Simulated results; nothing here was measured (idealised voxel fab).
The name of this process module is voxel transistor to metal.
Cross-section cut: width 205 nm, square cells of 5 nm.
The cross-sections in this document take the form of a grid made of square cells. They are written out as bands, in order from top to bottom. Each band consists of one or more rows of cells.
What a band's entry tells you: where the top is and where the bottom is, as heights in nm, and after that what lies inside, material by material from left to right, each with its width in nm. Empty space is written as the word "blank", and a single material marked with the word "throughout" occupies the band from edge to edge.
Zero point of the height axis is 0; under it, received wafer = one material. Lowest band: continues down indefinitely, "0 and below".
When a width is written as two numbers, as in "30..40", the first number is the width in the top row of cells of the band and the second is the width in its bottom row, and the width changes by the same amount from each row to the next.
Step note "remained the same" = no cross-section cell changed.
"Enclosed void listing" contains a list of empty spaces, each no smaller than 8 cells and without an open way to the top, written in the form width x height at distance with the distance from the left edge and all three in nm.
Where a step's line continues beyond its settings, the continuation is a remark by the simulator itself on that step.
"overlay nm" denotes, for a step that has a mask, the displacement of the mask to the right of its planned place, with negative values corresponding to the left.
-- Process steps (planned)
1 op RECEIVE | material Si
2 op OXIDIZE | depth nm 5
3 op CONFORMAL_DEP | material SiN | thk nm 10
4 op PATTERN | tone cover | mask id ACTIVE | material resist | width nm 110 | thk nm 15 | overlay nm 0
5 op DIRECTIONAL_ETCH | etch materials SiN | depth nm 10
6 op DIRECTIONAL_ETCH | etch materials SiO2 | depth nm 5
7 op DIRECTIONAL_ETCH | etch materials Si | depth nm 35
8 op STRIP | etch materials resist
9 op OXIDIZE | depth nm 5
10 op FILL_DEP | material SiO2 | thk nm 15
11 op CMP | height nm 10
12 op SELECTIVE_ETCH | etch materials SiO2 | depth nm 10
13 op STRIP | etch materials SiN
14 op SELECTIVE_ETCH | etch materials SiO2 | depth nm 5
15 op OXIDIZE | depth nm 5
16 op DIRECTIONAL_DEP | material polySi | thk nm 25
17 op DIRECTIONAL_DEP | material SiCN | thk nm 15
18 op MASKED_ETCH | tone cover | mask id GATE | width nm 20 | etch materials SiCN | depth nm 25 | overlay nm 0
19 op MASKED_ETCH | tone cover | mask id GATE | width nm 20 | etch materials polySi | depth nm 35 | overlay nm 0
20 op CONFORMAL_DEP | material SiN | thk nm 5
21 op DIRECTIONAL_ETCH | etch materials SiN | depth nm 5
22 op DIRECTIONAL_ETCH | etch materials SiO2 | depth nm 5
23 op DIRECTIONAL_ETCH | etch materials Si | depth nm 5
24 op EPI | material pSi | thk nm 10
25 op FILL_DEP | material SiO2 | thk nm 10
26 op CMP | height nm 35
27 op DIRECTIONAL_DEP | material SiO2 | thk nm 10
28 op DIRECTIONAL_DEP | material aC | thk nm 15
29 op PATTERN | tone open | mask id CONTACT | material resist | width nm 15 | pitch nm 75 | thk nm 30 | overlay nm 0
30 op DIRECTIONAL_ETCH | etch materials aC | depth nm 15
31 op STRIP | etch materials resist
32 op DIRECTIONAL_ETCH | etch materials SiO2 | depth nm 50
33 op STRIP | etch materials aC
34 op CONFORMAL_DEP | material TiN | thk nm 5
35 op FILL_DEP | material W | thk nm 5
36 op CMP | height nm 45
37 op DIRECTIONAL_DEP | material TiN | thk nm 5
38 op DIRECTIONAL_DEP | material W | thk nm 25
39 op PATTERN | tone cover | mask id METAL_1 | material resist | width nm 15 | pitch nm 75 | thk nm 15 | overlay nm 0
40 op DIRECTIONAL_ETCH | etch materials W | depth nm 25
41 op DIRECTIONAL_ETCH | etch materials TiN | depth nm 5
42 op STRIP | etch materials resist
43 op FILL_DEP | material lowk | thk nm 10
44 op CMP | height nm 75
45 op CONFORMAL_DEP | material SiCN | thk nm 5
46 op DIRECTIONAL_DEP | material lowk | thk nm 35
47 op MASKED_ETCH | tone open | mask id METAL_2 | width nm 15 | pitch nm 75 | etch materials lowk | depth nm 20 | overlay nm 0
48 op MASKED_ETCH | tone open | mask id METAL_2_HOLES | width nm 15 | pitch nm 75 | etch materials lowk | depth nm 15 | overlay nm 0
49 op MASKED_ETCH | tone open | mask id METAL_2_HOLES | width nm 15 | pitch nm 75 | etch materials SiCN | depth nm 5 | overlay nm 0
50 op CONFORMAL_DEP | material TiN | thk nm 5
51 op FILL_DEP | material Cu | thk nm 5
52 op CMP | height nm 115
53 op CONFORMAL_DEP | material SiN | thk nm 5
-- First of two wafers, with the run carried out as planned
-- Cross-section of the wafer at receipt, which is the condition after step 1
> 0 and below  Si throughout
> Enclosed void listing: none
-- How the wafer stands in section after step 2
> 0 down to -5  SiO2 throughout
> Everything below -5 is unchanged.
-- How the wafer stands in section after step 3
> 10 down to 0  SiN throughout
> Everything below 0 is unchanged.
-- How the wafer stands in section after step 4
> 25 down to 10  45 of blank | 110 of resist | 50 of blank
> Everything below 10 is unchanged.
-- How the wafer stands in section after step 5
> 25 down to 10  45 of blank | 110 of resist | 50 of blank
> 10 down to 0  45 of blank | 110 of SiN | 50 of blank
> Everything below 0 is unchanged.
-- How the wafer stands in section after step 6
> 25 down to 10  45 of blank | 110 of resist | 50 of blank
> 10 down to 0  45 of blank | 110 of SiN | 50 of blank
> 0 down to -5  45 of blank | 110 of SiO2 | 50 of blank
> Everything below -5 is unchanged.
-- How the wafer stands in section after step 7
> 25 down to 10  45 of blank | 110 of resist | 50 of blank
> 10 down to 0  45 of blank | 110 of SiN | 50 of blank
> 0 down to -5  45 of blank | 110 of SiO2 | 50 of blank
> -5 down to -40  45 of blank | 110 of Si | 50 of blank
> Everything below -40 is unchanged.
-- How the wafer stands in section after step 8
> 10 down to 0  45 of blank | 110 of SiN | 50 of blank
> Everything below 0 is unchanged.
-- How the wafer stands in section after step 9
> 10 down to 0  45 of blank | 110 of SiN | 50 of blank
> 0 down to -5  45 of blank | 110 of SiO2 | 50 of blank
> -5 down to -40  45 of blank | 5 of SiO2 | 100 of Si | 5 of SiO2 | 50 of blank
> -40 down to -45  50 of SiO2 | 100 of Si | 55 of SiO2
> Everything below -45 is unchanged.
-- How the wafer stands in section after step 10
> 25 down to 10  SiO2 throughout
> 10 down to 0  45 of SiO2 | 110 of SiN | 50 of SiO2
> 0 down to -5  SiO2 throughout
> -5 down to -45  50 of SiO2 | 100 of Si | 55 of SiO2
> Everything below -45 is unchanged.
-- How the wafer stands in section after step 11
> 10 down to 0  45 of SiO2 | 110 of SiN | 50 of SiO2
> Everything below 0 is unchanged.
-- How the wafer stands in section after step 12
> 10 down to 0  45 of blank | 110 of SiN | 50 of blank
> Everything below 0 is unchanged.
-- How the wafer stands in section after step 13
> 0 down to -5  SiO2 throughout
> Everything below -5 is unchanged.
-- How the wafer stands in section after step 14
> -5 down to -45  50 of SiO2 | 100 of Si | 55 of SiO2
> Everything below -45 is unchanged.
-- How the wafer stands in section after step 15
> -5 down to -10  SiO2 throughout
> Everything below -10 is unchanged.
-- How the wafer stands in section after step 16
> 20 down to -5  polySi throughout
> Everything below -5 is unchanged.
-- How the wafer stands in section after step 17
> 35 down to 20  SiCN throughout
> Everything below 20 is unchanged.
-- How the wafer stands in section after step 18
> 35 down to 20  90 of blank | 20 of SiCN | 95 of blank
> Everything below 20 is unchanged.
-- How the wafer stands in section after step 19
> 35 down to 20  90 of blank | 20 of SiCN | 95 of blank
> 20 down to -5  90 of blank | 20 of polySi | 95 of blank
> Everything below -5 is unchanged.
-- How the wafer stands in section after step 20
> 40 down to 35  85 of blank | 30 of SiN | 90 of blank
> 35 down to 20  85 of blank | 5 of SiN | 20 of SiCN | 5 of SiN | 90 of blank
> 20 down to 0  85 of blank | 5 of SiN | 20 of polySi | 5 of SiN | 90 of blank
> 0 down to -5  90 of SiN | 20 of polySi | 95 of SiN
> Everything below -5 is unchanged.
-- How the wafer stands in section after step 21
> 35 down to 20  85 of blank | 5 of SiN | 20 of SiCN | 5 of SiN | 90 of blank
> 20 down to -5  85 of blank | 5 of SiN | 20 of polySi | 5 of SiN | 90 of blank
> Everything below -5 is unchanged.
-- How the wafer stands in section after step 22
> 35 down to 20  85 of blank | 5 of SiN | 20 of SiCN | 5 of SiN | 90 of blank
> 20 down to -5  85 of blank | 5 of SiN | 20 of polySi | 5 of SiN | 90 of blank
> -5 down to -10  85 of blank | 30 of SiO2 | 90 of blank
> Everything below -10 is unchanged.
-- How the wafer stands in section after step 23
> 35 down to 20  85 of blank | 5 of SiN | 20 of SiCN | 5 of SiN | 90 of blank
> 20 down to -5  85 of blank | 5 of SiN | 20 of polySi | 5 of SiN | 90 of blank
> -5 down to -10  85 of blank | 30 of SiO2 | 90 of blank
> -10 down to -15  50 of SiO2 | 35 of blank | 30 of Si | 35 of blank | 55 of SiO2
> Everything below -15 is unchanged.
-- How the wafer stands in section after step 24
> 35 down to 20  85 of blank | 5 of SiN | 20 of SiCN | 5 of SiN | 90 of blank
> 20 down to 0  85 of blank | 5 of SiN | 20 of polySi | 5 of SiN | 90 of blank
> 0 down to -5  75 of blank | 10 of pSi | 5 of SiN | 20 of polySi | 5 of SiN | 10 of pSi | 80 of blank
> -5 down to -10  45 of blank | 40 of pSi | 30 of SiO2 | 40 of pSi | 50 of blank
> -10 down to -15  50 of SiO2 | 35 of pSi | 30 of Si | 35 of pSi | 55 of SiO2
> Everything below -15 is unchanged.
-- How the wafer stands in section after step 25
> 45 down to 35  SiO2 throughout
> 35 down to 20  85 of SiO2 | 5 of SiN | 20 of SiCN | 5 of SiN | 90 of SiO2
> 20 down to 0  85 of SiO2 | 5 of SiN | 20 of polySi | 5 of SiN | 90 of SiO2
> 0 down to -5  75 of SiO2 | 10 of pSi | 5 of SiN | 20 of polySi | 5 of SiN | 10 of pSi | 80 of SiO2
> -5 down to -10  45 of SiO2 | 40 of pSi | 30 of SiO2 | 40 of pSi | 50 of SiO2
> Everything below -10 is unchanged.
-- How the wafer stands in section after step 26
> 35 down to 20  85 of SiO2 | 5 of SiN | 20 of SiCN | 5 of SiN | 90 of SiO2
> Everything below 20 is unchanged.
-- How the wafer stands in section after step 27
> 45 down to 35  SiO2 throughout
> Everything below 35 is unchanged.
-- How the wafer stands in section after step 28
> 60 down to 45  aC throughout
> Everything below 45 is unchanged.
-- How the wafer stands in section after step 29
> 90 down to 60  55 of resist | 15 of blank | 60 of resist | 15 of blank | 60 of resist
> Everything below 60 is unchanged.
-- How the wafer stands in section after step 30
> 75 down to 60  55 of resist | 15 of blank | 60 of resist | 15 of blank | 60 of resist
> 60 down to 45  55 of aC | 15 of blank | 60 of aC | 15 of blank | 60 of aC
> Everything below 45 is unchanged.
-- How the wafer stands in section after step 31
> 60 down to 45  55 of aC | 15 of blank | 60 of aC | 15 of blank | 60 of aC
> Everything below 45 is unchanged.
-- How the wafer stands in section after step 32
> 60 down to 45  55 of aC | 15 of blank | 60 of aC | 15 of blank | 60 of aC
> 45 down to 35  55 of SiO2 | 15 of blank | 60 of SiO2 | 15 of blank | 60 of SiO2
> 35 down to 20  55 of SiO2 | 15 of blank | 15 of SiO2 | 5 of SiN | 20 of SiCN | 5 of SiN | 15 of SiO2 | 15 of blank | 60 of SiO2
> 20 down to 0  55 of SiO2 | 15 of blank | 15 of SiO2 | 5 of SiN | 20 of polySi | 5 of SiN | 15 of SiO2 | 15 of blank | 60 of SiO2
> 0 down to -5  55 of SiO2 | 15 of blank | 5 of SiO2 | 10 of pSi | 5 of SiN | 20 of polySi | 5 of SiN | 10 of pSi | 5 of SiO2 | 15 of blank | 60 of SiO2
> Everything below -5 is unchanged.
-- How the wafer stands in section after step 33
> 45 down to 35  55 of SiO2 | 15 of blank | 60 of SiO2 | 15 of blank | 60 of SiO2
> Everything below 35 is unchanged.
-- How the wafer stands in section after step 34
> 50 down to 45  60 of TiN | 5 of blank | 70 of TiN | 5 of blank | 65 of TiN
> 45 down to 35  55 of SiO2 | 5 of TiN | 5 of blank | 5 of TiN | 60 of SiO2 | 5 of TiN | 5 of blank | 5 of TiN | 60 of SiO2
> 35 down to 20  55 of SiO2 | 5 of TiN | 5 of blank | 5 of TiN | 15 of SiO2 | 5 of SiN | 20 of SiCN | 5 of SiN | 15 of SiO2 | 5 of TiN | 5 of blank | 5 of TiN | 60 of SiO2
> 20 down to 0  55 of SiO2 | 5 of TiN | 5 of blank | 5 of TiN | 15 of SiO2 | 5 of SiN | 20 of polySi | 5 of SiN | 15 of SiO2 | 5 of TiN | 5 of blank | 5 of TiN | 60 of SiO2
> 0 down to -5  55 of SiO2 | 15 of TiN | 5 of SiO2 | 10 of pSi | 5 of SiN | 20 of polySi | 5 of SiN | 10 of pSi | 5 of SiO2 | 15 of TiN | 60 of SiO2
> Everything below -5 is unchanged.
-- How the wafer stands in section after step 35
> 55 down to 50  W throughout
> 50 down to 45  60 of TiN | 5 of W | 70 of TiN | 5 of W | 65 of TiN
> 45 down to 35  55 of SiO2 | 5 of TiN | 5 of W | 5 of TiN | 60 of SiO2 | 5 of TiN | 5 of W | 5 of TiN | 60 of SiO2
> 35 down to 20  55 of SiO2 | 5 of TiN | 5 of W | 5 of TiN | 15 of SiO2 | 5 of SiN | 20 of SiCN | 5 of SiN | 15 of SiO2 | 5 of TiN | 5 of W | 5 of TiN | 60 of SiO2
> 20 down to 0  55 of SiO2 | 5 of TiN | 5 of W | 5 of TiN | 15 of SiO2 | 5 of SiN | 20 of polySi | 5 of SiN | 15 of SiO2 | 5 of TiN | 5 of W | 5 of TiN | 60 of SiO2
> Everything below 0 is unchanged.
-- How the wafer stands in section after step 36
> 45 down to 35  55 of SiO2 | 5 of TiN | 5 of W | 5 of TiN | 60 of SiO2 | 5 of TiN | 5 of W | 5 of TiN | 60 of SiO2
> Everything below 35 is unchanged.
-- How the wafer stands in section after step 37
> 50 down to 45  TiN throughout
> Everything below 45 is unchanged.
-- How the wafer stands in section after step 38
> 75 down to 50  W throughout
> Everything below 50 is unchanged.
-- How the wafer stands in section after step 39
> 90 down to 75  55 of blank | 15 of resist | 60 of blank | 15 of resist | 60 of blank
> Everything below 75 is unchanged.
-- How the wafer stands in section after step 40
> 90 down to 75  55 of blank | 15 of resist | 60 of blank | 15 of resist | 60 of blank
> 75 down to 50  55 of blank | 15 of W | 60 of blank | 15 of W | 60 of blank
> Everything below 50 is unchanged.
-- How the wafer stands in section after step 41
> 90 down to 75  55 of blank | 15 of resist | 60 of blank | 15 of resist | 60 of blank
> 75 down to 50  55 of blank | 15 of W | 60 of blank | 15 of W | 60 of blank
> 50 down to 45  55 of blank | 15 of TiN | 60 of blank | 15 of TiN | 60 of blank
> Everything below 45 is unchanged.
-- How the wafer stands in section after step 42
> 75 down to 50  55 of blank | 15 of W | 60 of blank | 15 of W | 60 of blank
> Everything below 50 is unchanged.
-- How the wafer stands in section after step 43
> 85 down to 75  lowk throughout
> 75 down to 50  55 of lowk | 15 of W | 60 of lowk | 15 of W | 60 of lowk
> 50 down to 45  55 of lowk | 15 of TiN | 60 of lowk | 15 of TiN | 60 of lowk
> Everything below 45 is unchanged.
-- How the wafer stands in section after step 44
> 75 down to 50  55 of lowk | 15 of W | 60 of lowk | 15 of W | 60 of lowk
> Everything below 50 is unchanged.
-- How the wafer stands in section after step 45
> 80 down to 75  SiCN throughout
> Everything below 75 is unchanged.
-- How the wafer stands in section after step 46
> 115 down to 80  lowk throughout
> Everything below 80 is unchanged.
-- How the wafer stands in section after step 47
> 115 down to 95  55 of lowk | 15 of blank | 60 of lowk | 15 of blank | 60 of lowk
> Everything below 95 is unchanged.
-- How the wafer stands in section after step 48
> 115 down to 80  55 of lowk | 15 of blank | 60 of lowk | 15 of blank | 60 of lowk
> Everything below 80 is unchanged.
-- How the wafer stands in section after step 49
> 115 down to 80  55 of lowk | 15 of blank | 60 of lowk | 15 of blank | 60 of lowk
> 80 down to 75  55 of SiCN | 15 of blank | 60 of SiCN | 15 of blank | 60 of SiCN
> Everything below 75 is unchanged.
-- How the wafer stands in section after step 50
> 120 down to 115  60 of TiN | 5 of blank | 70 of TiN | 5 of blank | 65 of TiN
> 115 down to 80  55 of lowk | 5 of TiN | 5 of blank | 5 of TiN | 60 of lowk | 5 of TiN | 5 of blank | 5 of TiN | 60 of lowk
> 80 down to 75  55 of SiCN | 15 of TiN | 60 of SiCN | 15 of TiN | 60 of SiCN
> Everything below 75 is unchanged.
-- How the wafer stands in section after step 51
> 125 down to 120  Cu throughout
> 120 down to 115  60 of TiN | 5 of Cu | 70 of TiN | 5 of Cu | 65 of TiN
> 115 down to 80  55 of lowk | 5 of TiN | 5 of Cu | 5 of TiN | 60 of lowk | 5 of TiN | 5 of Cu | 5 of TiN | 60 of lowk
> Everything below 80 is unchanged.
-- How the wafer stands in section after step 52
> 115 down to 80  55 of lowk | 5 of TiN | 5 of Cu | 5 of TiN | 60 of lowk | 5 of TiN | 5 of Cu | 5 of TiN | 60 of lowk
> Everything below 80 is unchanged.
-- How the wafer stands in section after step 53
> 120 down to 115  SiN throughout
> Everything below 115 is unchanged.
-- The second wafer began exactly as the first did and followed the same plan, but one mistake was made while running it; through step 3 inclusive, the two wafers are identical
-- Second wafer cross-section, taken as of the time the plan sets for step 4 to be done
> 25 down to 10  45 of resist | 110 of blank | 50 of resist
> Everything below 10 is unchanged.
-- Second wafer cross-section, taken as of the time the plan sets for step 5 to be done
> 25 down to 10  45 of resist | 110 of blank | 50 of resist
> 10 down to 0  45 of SiN | 110 of blank | 50 of SiN
> Everything below 0 is unchanged.
-- Second wafer cross-section, taken as of the time the plan sets for step 6 to be done
> 25 down to 10  45 of resist | 110 of blank | 50 of resist
> 10 down to 0  45 of SiN | 110 of blank | 50 of SiN
> 0 down to -5  45 of SiO2 | 110 of blank | 50 of SiO2
> Everything below -5 is unchanged.
-- Second wafer cross-section, taken as of the time the plan sets for step 7 to be done
> 25 down to 10  45 of resist | 110 of blank | 50 of resist
> 10 down to 0  45 of SiN | 110 of blank | 50 of SiN
> 0 down to -5  45 of SiO2 | 110 of blank | 50 of SiO2
> -5 down to -40  45 of Si | 110 of blank | 50 of Si
> Everything below -40 is unchanged.
-- Second wafer cross-section, taken as of the time the plan sets for step 8 to be done
> 10 down to 0  45 of SiN | 110 of blank | 50 of SiN
> Everything below 0 is unchanged.
-- Second wafer cross-section, taken as of the time the plan sets for step 9 to be done
> 10 down to 0  45 of SiN | 110 of blank | 50 of SiN
> 0 down to -5  45 of SiO2 | 110 of blank | 50 of SiO2
> -5 down to -40  40 of Si | 5 of SiO2 | 110 of blank | 5 of SiO2 | 45 of Si
> -40 down to -45  40 of Si | 120 of SiO2 | 45 of Si
> Everything below -45 is unchanged.
-- Second wafer cross-section, taken as of the time the plan sets for step 10 to be done
> 25 down to 10  SiO2 throughout
> 10 down to 0  45 of SiN | 110 of SiO2 | 50 of SiN
> 0 down to -5  SiO2 throughout
> -5 down to -45  40 of Si | 120 of SiO2 | 45 of Si
> Everything below -45 is unchanged.
-- Second wafer cross-section, taken as of the time the plan sets for step 11 to be done
> 10 down to 0  45 of SiN | 110 of SiO2 | 50 of SiN
> Everything below 0 is unchanged.
-- Second wafer cross-section, taken as of the time the plan sets for step 12 to be done
> 10 down to 0  45 of SiN | 110 of blank | 50 of SiN
> Everything below 0 is unchanged.
-- Second wafer cross-section, taken as of the time the plan sets for step 13 to be done
> 0 down to -5  SiO2 throughout
> Everything below -5 is unchanged.
-- Second wafer cross-section, taken as of the time the plan sets for step 14 to be done
> -5 down to -45  40 of Si | 120 of SiO2 | 45 of Si
> Everything below -45 is unchanged.
-- Second wafer cross-section, taken as of the time the plan sets for step 15 to be done
> -5 down to -10  SiO2 throughout
> Everything below -10 is unchanged.
-- Second wafer cross-section, taken as of the time the plan sets for step 16 to be done
> 20 down to -5  polySi throughout
> Everything below -5 is unchanged.
-- Second wafer cross-section, taken as of the time the plan sets for step 17 to be done
> 35 down to 20  SiCN throughout
> Everything below 20 is unchanged.
-- Second wafer cross-section, taken as of the time the plan sets for step 18 to be done
> 35 down to 20  90 of blank | 20 of SiCN | 95 of blank
> Everything below 20 is unchanged.
-- Second wafer cross-section, taken as of the time the plan sets for step 19 to be done
> 35 down to 20  90 of blank | 20 of SiCN | 95 of blank
> 20 down to -5  90 of blank | 20 of polySi | 95 of blank
> Everything below -5 is unchanged.
-- Second wafer cross-section, taken as of the time the plan sets for step 20 to be done
> 40 down to 35  85 of blank | 30 of SiN | 90 of blank
> 35 down to 20  85 of blank | 5 of SiN | 20 of SiCN | 5 of SiN | 90 of blank
> 20 down to 0  85 of blank | 5 of SiN | 20 of polySi | 5 of SiN | 90 of blank
> 0 down to -5  90 of SiN | 20 of polySi | 95 of SiN
> Everything below -5 is unchanged.
-- Second wafer cross-section, taken as of the time the plan sets for step 21 to be done
> 35 down to 20  85 of blank | 5 of SiN | 20 of SiCN | 5 of SiN | 90 of blank
> 20 down to -5  85 of blank | 5 of SiN | 20 of polySi | 5 of SiN | 90 of blank
> Everything below -5 is unchanged.
-- Second wafer cross-section, taken as of the time the plan sets for step 22 to be done
> 35 down to 20  85 of blank | 5 of SiN | 20 of SiCN | 5 of SiN | 90 of blank
> 20 down to -5  85 of blank | 5 of SiN | 20 of polySi | 5 of SiN | 90 of blank
> -5 down to -10  85 of blank | 30 of SiO2 | 90 of blank
> Everything below -10 is unchanged.
-- Second wafer cross-section, taken as of the time the plan sets for step 23 to be done
> 35 down to 20  85 of blank | 5 of SiN | 20 of SiCN | 5 of SiN | 90 of blank
> 20 down to -5  85 of blank | 5 of SiN | 20 of polySi | 5 of SiN | 90 of blank
> -5 down to -15  85..40 of blank | 30..120 of SiO2 | 90..45 of blank
> Everything below -15 is unchanged.
-- Second wafer cross-section, taken as of the time the plan sets for step 24 to be done
> 35 down to 20  85 of blank | 5 of SiN | 20 of SiCN | 5 of SiN | 90 of blank
> 20 down to -5  85 of blank | 5 of SiN | 20 of polySi | 5 of SiN | 90 of blank
> -5 down to -10  45 of pSi | 40 of blank | 30 of SiO2 | 40 of blank | 50 of pSi
> -10 down to -15  40 of pSi | 120 of SiO2 | 45 of pSi
> Everything below -15 is unchanged.
-- Second wafer cross-section, taken as of the time the plan sets for step 25 to be done
> 45 down to 35  SiO2 throughout
> 35 down to 20  85 of SiO2 | 5 of SiN | 20 of SiCN | 5 of SiN | 90 of SiO2
> 20 down to -5  85 of SiO2 | 5 of SiN | 20 of polySi | 5 of SiN | 90 of SiO2
> -5 down to -15  45..40 of pSi | 110..120 of SiO2 | 50..45 of pSi
> Everything below -15 is unchanged.
-- Second wafer cross-section, taken as of the time the plan sets for step 26 to be done
> 35 down to 20  85 of SiO2 | 5 of SiN | 20 of SiCN | 5 of SiN | 90 of SiO2
> Everything below 20 is unchanged.
-- Second wafer cross-section, taken as of the time the plan sets for step 27 to be done
> 45 down to 35  SiO2 throughout
> Everything below 35 is unchanged.
-- Second wafer cross-section, taken as of the time the plan sets for step 28 to be done
> 60 down to 45  aC throughout
> Everything below 45 is unchanged.
-- Second wafer cross-section, taken as of the time the plan sets for step 29 to be done
> 90 down to 60  55 of resist | 15 of blank | 60 of resist | 15 of blank | 60 of resist
> Everything below 60 is unchanged.
-- Second wafer cross-section, taken as of the time the plan sets for step 30 to be done
> 75 down to 60  55 of resist | 15 of blank | 60 of resist | 15 of blank | 60 of resist
> 60 down to 45  55 of aC | 15 of blank | 60 of aC | 15 of blank | 60 of aC
> Everything below 45 is unchanged.
-- Second wafer cross-section, taken as of the time the plan sets for step 31 to be done
> 60 down to 45  55 of aC | 15 of blank | 60 of aC | 15 of blank | 60 of aC
> Everything below 45 is unchanged.
-- Second wafer cross-section, taken as of the time the plan sets for step 32 to be done
> 60 down to 45  55 of aC | 15 of blank | 60 of aC | 15 of blank | 60 of aC
> 45 down to 35  55 of SiO2 | 15 of blank | 60 of SiO2 | 15 of blank | 60 of SiO2
> 35 down to 20  55 of SiO2 | 15 of blank | 15 of SiO2 | 5 of SiN | 20 of SiCN | 5 of SiN | 15 of SiO2 | 15 of blank | 60 of SiO2
> 20 down to -5  55 of SiO2 | 15 of blank | 15 of SiO2 | 5 of SiN | 20 of polySi | 5 of SiN | 15 of SiO2 | 15 of blank | 60 of SiO2
> Everything below -5 is unchanged.
-- Second wafer cross-section, taken as of the time the plan sets for step 33 to be done
> 45 down to 35  55 of SiO2 | 15 of blank | 60 of SiO2 | 15 of blank | 60 of SiO2
> Everything below 35 is unchanged.
-- Second wafer cross-section, taken as of the time the plan sets for step 34 to be done
> 50 down to 45  60 of TiN | 5 of blank | 70 of TiN | 5 of blank | 65 of TiN
> 45 down to 35  55 of SiO2 | 5 of TiN | 5 of blank | 5 of TiN | 60 of SiO2 | 5 of TiN | 5 of blank | 5 of TiN | 60 of SiO2
> 35 down to 20  55 of SiO2 | 5 of TiN | 5 of blank | 5 of TiN | 15 of SiO2 | 5 of SiN | 20 of SiCN | 5 of SiN | 15 of SiO2 | 5 of TiN | 5 of blank | 5 of TiN | 60 of SiO2
> 20 down to 0  55 of SiO2 | 5 of TiN | 5 of blank | 5 of TiN | 15 of SiO2 | 5 of SiN | 20 of polySi | 5 of SiN | 15 of SiO2 | 5 of TiN | 5 of blank | 5 of TiN | 60 of SiO2
> 0 down to -5  55 of SiO2 | 15 of TiN | 15 of SiO2 | 5 of SiN | 20 of polySi | 5 of SiN | 15 of SiO2 | 15 of TiN | 60 of SiO2
> Everything below -5 is unchanged.
-- Second wafer cross-section, taken as of the time the plan sets for step 35 to be done
> 55 down to 50  W throughout
> 50 down to 45  60 of TiN | 5 of W | 70 of TiN | 5 of W | 65 of TiN
> 45 down to 35  55 of SiO2 | 5 of TiN | 5 of W | 5 of TiN | 60 of SiO2 | 5 of TiN | 5 of W | 5 of TiN | 60 of SiO2
> 35 down to 20  55 of SiO2 | 5 of TiN | 5 of W | 5 of TiN | 15 of SiO2 | 5 of SiN | 20 of SiCN | 5 of SiN | 15 of SiO2 | 5 of TiN | 5 of W | 5 of TiN | 60 of SiO2
> 20 down to 0  55 of SiO2 | 5 of TiN | 5 of W | 5 of TiN | 15 of SiO2 | 5 of SiN | 20 of polySi | 5 of SiN | 15 of SiO2 | 5 of TiN | 5 of W | 5 of TiN | 60 of SiO2
> Everything below 0 is unchanged.
-- Second wafer cross-section, taken as of the time the plan sets for step 36 to be done
> 45 down to 35  55 of SiO2 | 5 of TiN | 5 of W | 5 of TiN | 60 of SiO2 | 5 of TiN | 5 of W | 5 of TiN | 60 of SiO2
> Everything below 35 is unchanged.
-- Second wafer cross-section, taken as of the time the plan sets for step 37 to be done
> 50 down to 45  TiN throughout
> Everything below 45 is unchanged.
-- Second wafer cross-section, taken as of the time the plan sets for step 38 to be done
> 75 down to 50  W throughout
> Everything below 50 is unchanged.
-- Second wafer cross-section, taken as of the time the plan sets for step 39 to be done
> 90 down to 75  55 of blank | 15 of resist | 60 of blank | 15 of resist | 60 of blank
> Everything below 75 is unchanged.
-- Second wafer cross-section, taken as of the time the plan sets for step 40 to be done
> 90 down to 75  55 of blank | 15 of resist | 60 of blank | 15 of resist | 60 of blank
> 75 down to 50  55 of blank | 15 of W | 60 of blank | 15 of W | 60 of blank
> Everything below 50 is unchanged.
-- Second wafer cross-section, taken as of the time the plan sets for step 41 to be done
> 90 down to 75  55 of blank | 15 of resist | 60 of blank | 15 of resist | 60 of blank
> 75 down to 50  55 of blank | 15 of W | 60 of blank | 15 of W | 60 of blank
> 50 down to 45  55 of blank | 15 of TiN | 60 of blank | 15 of TiN | 60 of blank
> Everything below 45 is unchanged.
-- Second wafer cross-section, taken as of the time the plan sets for step 42 to be done
> 75 down to 50  55 of blank | 15 of W | 60 of blank | 15 of W | 60 of blank
> Everything below 50 is unchanged.
-- Second wafer cross-section, taken as of the time the plan sets for step 43 to be done
> 85 down to 75  lowk throughout
> 75 down to 50  55 of lowk | 15 of W | 60 of lowk | 15 of W | 60 of lowk
> 50 down to 45  55 of lowk | 15 of TiN | 60 of lowk | 15 of TiN | 60 of lowk
> Everything below 45 is unchanged.
-- Second wafer cross-section, taken as of the time the plan sets for step 44 to be done
> 75 down to 50  55 of lowk | 15 of W | 60 of lowk | 15 of W | 60 of lowk
> Everything below 50 is unchanged.
-- Second wafer cross-section, taken as of the time the plan sets for step 45 to be done
> 80 down to 75  SiCN throughout
> Everything below 75 is unchanged.
-- Second wafer cross-section, taken as of the time the plan sets for step 46 to be done
> 115 down to 80  lowk throughout
> Everything below 80 is unchanged.
-- Second wafer cross-section, taken as of the time the plan sets for step 47 to be done
> 115 down to 95  55 of lowk | 15 of blank | 60 of lowk | 15 of blank | 60 of lowk
> Everything below 95 is unchanged.
-- Second wafer cross-section, taken as of the time the plan sets for step 48 to be done
> 115 down to 80  55 of lowk | 15 of blank | 60 of lowk | 15 of blank | 60 of lowk
> Everything below 80 is unchanged.
-- Second wafer cross-section, taken as of the time the plan sets for step 49 to be done
> 115 down to 80  55 of lowk | 15 of blank | 60 of lowk | 15 of blank | 60 of lowk
> 80 down to 75  55 of SiCN | 15 of blank | 60 of SiCN | 15 of blank | 60 of SiCN
> Everything below 75 is unchanged.
-- Second wafer cross-section, taken as of the time the plan sets for step 50 to be done
> 120 down to 115  60 of TiN | 5 of blank | 70 of TiN | 5 of blank | 65 of TiN
> 115 down to 80  55 of lowk | 5 of TiN | 5 of blank | 5 of TiN | 60 of lowk | 5 of TiN | 5 of blank | 5 of TiN | 60 of lowk
> 80 down to 75  55 of SiCN | 15 of TiN | 60 of SiCN | 15 of TiN | 60 of SiCN
> Everything below 75 is unchanged.
-- Second wafer cross-section, taken as of the time the plan sets for step 51 to be done
> 125 down to 120  Cu throughout
> 120 down to 115  60 of TiN | 5 of Cu | 70 of TiN | 5 of Cu | 65 of TiN
> 115 down to 80  55 of lowk | 5 of TiN | 5 of Cu | 5 of TiN | 60 of lowk | 5 of TiN | 5 of Cu | 5 of TiN | 60 of lowk
> Everything below 80 is unchanged.
-- Second wafer cross-section, taken as of the time the plan sets for step 52 to be done
> 115 down to 80  55 of lowk | 5 of TiN | 5 of Cu | 5 of TiN | 60 of lowk | 5 of TiN | 5 of Cu | 5 of TiN | 60 of lowk
> Everything below 80 is unchanged.
-- Second wafer cross-section, taken as of the time the plan sets for step 53 to be done
> 120 down to 115  SiN throughout
> Everything below 115 is unchanged.
Deviation noted in wafer processing: step 4 did not happen as planned, as run it was op PATTERN | tone open | mask id ACTIVE | material resist | width nm 110 | thk nm 15 | overlay nm 0
Materials where the second wafer ends with more or fewer cells than the first: 24 fewer of Si | 22 more of SiO2 | 2 more of pSi
